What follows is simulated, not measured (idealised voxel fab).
Documented hereafter: the process module known as voxel transistor to metal.
The cross-section on display is named cut; it measures 160 nm wide, and its cells are 5 nm squares.
A cross-section in this document is a grid of square cells, and it is written down as bands, the top band listed before the ones below it; a band is made up of one or more rows of cells.
Each band's line starts with the height of the band's top and of its bottom, in nm. Then come its materials from left to right, each with its width in nm. One material with "everywhere" fills the band from edge to edge. "blank" is empty space.
All heights in this document are referenced to 0, defined as the level beneath which the wafer, as received, consists entirely of one material. The lowest band is not bounded below; it extends indefinitely downward and is written in the form "0 and below".
Width spec "30 to 40" -> top row of cells at first value, bottom row at second value, equal per-row change in between.
"nothing altered" (step): cross-section cells unchanged, all of them.
This entry, "Completely enclosed voids", enumerates those empty regions of no fewer than 8 cells that possess no open connection to the top. Each region is reported in the form width x height at distance, the distance being taken from the left edge, with all three quantities expressed in nm.
after a step's settings: what the simulator itself notes on the step
Among the settings permitted on a step's line is "overlay nm"; applied to a step with a mask, it specifies the extent to which the mask lay to the right of its planned position, whereas a negative figure signifies a position to the left.
### Steps in the process plan
1) RECEIVE,material Si
2) CONFORMAL_DEP,material SiO2,thk nm 5
3) CONFORMAL_DEP,material SiN,thk nm 10
4) MASKED_ETCH,tone cover,mask id ACTIVE,width nm 125,etch materials SiN,depth nm 10,overlay nm 0
5) MASKED_ETCH,tone cover,mask id ACTIVE,width nm 125,etch materials SiO2,depth nm 5,overlay nm 0
6) MASKED_ETCH,tone cover,mask id ACTIVE,width nm 125,etch materials Si,depth nm 20,overlay nm 0
7) OXIDIZE,depth nm 5
8) FILL_DEP,material SiO2,thk nm 5
9) CMP,height nm 15
10) SELECTIVE_ETCH,etch materials SiO2,depth nm 10
11) STRIP,etch materials SiN
12) SELECTIVE_ETCH,etch materials SiO2,depth nm 5
13) OXIDIZE,depth nm 5
14) DIRECTIONAL_DEP,material polySi,thk nm 25
15) DIRECTIONAL_DEP,material SiCN,thk nm 15
16) PATTERN,tone cover,mask id GATE,material resist,width nm 35,thk nm 15,overlay nm 0
17) DIRECTIONAL_ETCH,etch materials SiCN,depth nm 25
18) DIRECTIONAL_ETCH,etch materials polySi,depth nm 35
19) STRIP,etch materials resist
20) CONFORMAL_DEP,material SiO2,thk nm 5
21) DIRECTIONAL_ETCH,etch materials SiO2,depth nm 5
22) CONFORMAL_DEP,material SiN,thk nm 10
23) DIRECTIONAL_ETCH,etch materials SiN,depth nm 10
24) DIRECTIONAL_ETCH,etch materials SiO2,depth nm 5
25) EPI,material SiGe,thk nm 5
26) FILL_DEP,material SiO2,thk nm 5
27) CMP,height nm 25
28) STRIP,etch materials polySi
29) SELECTIVE_ETCH,etch materials SiO2,depth nm 5
30) CONFORMAL_DEP,material HfO2,thk nm 5
31) CONFORMAL_DEP,material TiN,thk nm 5
32) FILL_DEP,material W,thk nm 10
33) CMP,height nm 20
34) DIRECTIONAL_DEP,material SiO2,thk nm 15
35) MASKED_ETCH,tone open,mask id CONTACT,width nm 20,pitch nm 85,etch materials SiO2,depth nm 35,overlay nm 0
36) CONFORMAL_DEP,material TiN,thk nm 5
37) FILL_DEP,material Ru,thk nm 5
38) CMP,height nm 35
39) CONFORMAL_DEP,material SiCN,thk nm 5
40) DIRECTIONAL_DEP,material SiO2,thk nm 20
41) DIRECTIONAL_DEP,material aC,thk nm 10
42) PATTERN,tone open,mask id METAL_1,material resist,width nm 20,pitch nm 85,thk nm 25,overlay nm 0
43) DIRECTIONAL_ETCH,etch materials aC,depth nm 10
44) STRIP,etch materials resist
45) DIRECTIONAL_ETCH,etch materials SiO2,depth nm 20
46) DIRECTIONAL_ETCH,etch materials SiCN,depth nm 5
47) STRIP,etch materials aC
48) CONFORMAL_DEP,material TiN,thk nm 5
49) FILL_DEP,material Cu,thk nm 5
50) CMP,height nm 60
51) CONFORMAL_DEP,material SiCN,thk nm 5
52) DIRECTIONAL_DEP,material lowk,thk nm 25
53) PATTERN,tone open,mask id METAL_2,material resist,width nm 20,pitch nm 85,thk nm 20,overlay nm 0
54) DIRECTIONAL_ETCH,etch materials lowk,depth nm 15
55) STRIP,etch materials resist
56) MASKED_ETCH,tone open,mask id METAL_2_HOLES,width nm 15,pitch nm 85,etch materials lowk,depth nm 10,overlay nm 0
57) MASKED_ETCH,tone open,mask id METAL_2_HOLES,width nm 15,pitch nm 85,etch materials SiCN,depth nm 5,overlay nm 0
58) CONFORMAL_DEP,material TiN,thk nm 5
59) FILL_DEP,material Cu,thk nm 10
60) CMP,height nm 90
61) CONFORMAL_DEP,material SiN,thk nm 5
### This is the cross-section of the wafer as we received it, i.e. after step 1
> 0 and below: Si everywhere
> Completely enclosed voids: none
### Cross-section taken at module completion on the first of two wafers; processed per the plan
> 95 down to 90: SiN everywhere
> 90 down to 80: 25 nm lowk  5 nm TiN  10 nm Cu  5 nm TiN  65 nm lowk  5 nm TiN  10 nm Cu  5 nm TiN  30 nm lowk
> 80 down to 75: 25 nm lowk  5 nm TiN  5 nm Cu  10 nm TiN  65 nm lowk  5 nm TiN  5 nm Cu  10 nm TiN  30 nm lowk
> 75 down to 65: 25 nm lowk  5 nm TiN  5 nm Cu  5 nm TiN  70 nm lowk  5 nm TiN  5 nm Cu  5 nm TiN  35 nm lowk
> 65 down to 60: 25 nm SiCN  15 nm TiN  70 nm SiCN  15 nm TiN  35 nm SiCN
> 60 down to 40: 25 nm SiO2  5 nm TiN  10 nm Cu  5 nm TiN  65 nm SiO2  5 nm TiN  10 nm Cu  5 nm TiN  30 nm SiO2
> 40 down to 35: 25 nm SiCN  20 nm TiN  65 nm SiCN  20 nm TiN  30 nm SiCN
> 35 down to 20: 25 nm SiO2  5 nm TiN  10 nm Ru  5 nm TiN  65 nm SiO2  5 nm TiN  10 nm Ru  5 nm TiN  30 nm SiO2
> 20 down to 5: 25 nm SiO2  5 nm TiN  10 nm Ru  5 nm TiN  10 nm SiN  5 nm HfO2  5 nm TiN  25 nm W  5 nm TiN  5 nm HfO2  10 nm SiN  5 nm TiN  10 nm Ru  5 nm TiN  30 nm SiO2
> 5 down to 0: 25 nm SiO2  20 nm TiN  10 nm SiN  5 nm HfO2  35 nm TiN  5 nm HfO2  10 nm SiN  20 nm TiN  30 nm SiO2
> 0 down to -5: 15 nm SiO2  30 nm SiGe  10 nm SiO2  45 nm HfO2  10 nm SiO2  30 nm SiGe  20 nm SiO2
> -5 down to -25: 20 nm SiO2  115 nm Si  25 nm SiO2
> -25 and below: Si everywhere
> Completely enclosed voids: none
### End of module, second wafer, cross-section. Started like the first, planned like the first, run with one mistake
> 95 down to 90: SiN everywhere
> 90 down to 80: 25 nm lowk  5 nm TiN  10 nm Cu  5 nm TiN  65 nm lowk  5 nm TiN  10 nm Cu  5 nm TiN  30 nm lowk
> 80 down to 75: 25 nm lowk  5 nm TiN  5 nm Cu  10 nm TiN  65 nm lowk  5 nm TiN  5 nm Cu  10 nm TiN  30 nm lowk
> 75 down to 65: 25 nm lowk  5 nm TiN  5 nm Cu  5 nm TiN  70 nm lowk  5 nm TiN  5 nm Cu  5 nm TiN  35 nm lowk
> 65 down to 60: 25 nm SiCN  15 nm TiN  70 nm SiCN  15 nm TiN  35 nm SiCN
> 60 down to 40: 25 nm SiO2  5 nm TiN  10 nm Cu  5 nm TiN  65 nm SiO2  5 nm TiN  10 nm Cu  5 nm TiN  30 nm SiO2
> 40 down to 35: 25 nm SiCN  20 nm TiN  65 nm SiCN  20 nm TiN  30 nm SiCN
> 35 down to 20: 25 nm SiO2  5 nm TiN  10 nm Ru  5 nm TiN  65 nm SiO2  5 nm TiN  10 nm Ru  5 nm TiN  30 nm SiO2
> 20 down to 5: 25 nm SiO2  5 nm TiN  10 nm Ru  5 nm TiN  10 nm SiN  5 nm TiN  35 nm W  5 nm TiN  10 nm SiN  5 nm TiN  10 nm Ru  5 nm TiN  30 nm SiO2
> 5 down to 0: 25 nm SiO2  20 nm TiN  10 nm SiN  5 nm TiN  35 nm W  5 nm TiN  10 nm SiN  20 nm TiN  30 nm SiO2
> 0 down to -5: 15 nm SiO2  30 nm SiGe  10 nm SiO2  45 nm TiN  10 nm SiO2  30 nm SiGe  20 nm SiO2
> -5 down to -25: 20 nm SiO2  115 nm Si  25 nm SiO2
> -25 and below: Si everywhere
> Completely enclosed voids: none
Diagnosis: plan step 30 never ran because it was skipped
Wafer comparison, final, in cells, second relative to first, materials more or fewer: 17 fewer of HfO2 | 4 more of TiN | 13 more of W
